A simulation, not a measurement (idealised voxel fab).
voxel ribs on slabs: a process module
Cross-section cut spans 155 nm and uses square cells 5 nm in size.
Reading order for cross-sections: top band down to bottom band. Underlying form: a grid of square cells. Band size: one or more rows of cells.
Band: top height; bottom height; in nm. Then, left to right: material with width in nm, for each material. "everywhere": a single material spanning edge to edge. "blank": empty space.
The reference from which all heights are counted is 0, the level beneath which the as-received wafer is entirely one material; the lowest band, having no lower bound, proceeds downward and is written after the example "0 and below".
Top row gets the first number, bottom row gets the second, and each row in between changes by the same step: that is how a band width like "30 to 40" works.
No cell of the cross-section changed in a step that is given as "nothing was modified".
"Sealed internal cavities": sealed empty spaces, 8 cells or more, no open way to top, listed width x height at distance, with distance from the left edge and width, height and distance in nm.
Past the settings on a step's line: simulator remark, on that step.
"overlay nm", when on a step's line for a step with a mask, measures how far to the right of its planned place the mask lay; a negative measure means to the left.

### The steps planned for the process are as follows
1 RECEIVE,material Si
2 DIRECTIONAL_DEP,material SiO2,thk nm 30
3 DIRECTIONAL_DEP,material polySi,thk nm 15
4 MASKED_ETCH,tone cover,mask id RIB,width nm 20,etch materials polySi,depth nm 5,overlay nm 0
5 MASKED_ETCH,tone cover,mask id SLAB,width nm 50,etch materials polySi,depth nm 10,overlay nm 0
6 FILL_DEP,material SiO2,thk nm 25
7 CMP,height nm 60
8 DIRECTIONAL_DEP,material TiN,thk nm 5
9 PATTERN,tone cover,mask id HEATER,material resist,width nm 30,thk nm 20,overlay nm 0
10 DIRECTIONAL_ETCH,etch materials TiN,depth nm 5
11 STRIP,etch materials resist
12 CONFORMAL_DEP,material SiO2,thk nm 10

### Delivered wafer in cross-section: state after step 1
- 0 and below = Si everywhere
- Sealed internal cavities: none

### First of two wafers, end-of-module section, run followed plan
- 75 down to 70 = blank (50) / SiO2 (50) / blank (55)
- 70 down to 65 = SiO2 everywhere
- 65 down to 60 = SiO2 (60) / TiN (30) / SiO2 (65)
- 60 down to 45 = SiO2 everywhere
- 45 down to 40 = SiO2 (65) / polySi (20) / SiO2 (70)
- 40 down to 30 = SiO2 (50) / polySi (50) / SiO2 (55)
- 30 down to 0 = SiO2 everywhere
- 0 and below = Si everywhere
- Sealed internal cavities: none

### Here is the second of the two wafers cut open at the end of the module - same start, same plan as the first one, but we made one mistake running it
- 75 down to 70 = SiO2 (70) / blank (10) / SiO2 (75)
- 70 down to 65 = SiO2 everywhere
- 65 down to 60 = TiN (60) / SiO2 (30) / TiN (65)
- 60 down to 45 = SiO2 everywhere
- 45 down to 40 = SiO2 (65) / polySi (20) / SiO2 (70)
- 40 down to 30 = SiO2 (50) / polySi (50) / SiO2 (55)
- 30 down to 0 = SiO2 everywhere
- 0 and below = Si everywhere
- Sealed internal cavities: none
Want to know what went wrong? in deviation from the planned setting, step 9 was conducted as PATTERN,tone open,mask id HEATER,material resist,width nm 30,thk nm 20,overlay nm 0
Once processing is complete, comparing cell counts shows that the second wafer has more or fewer of certain materials than the first: +19 TiN
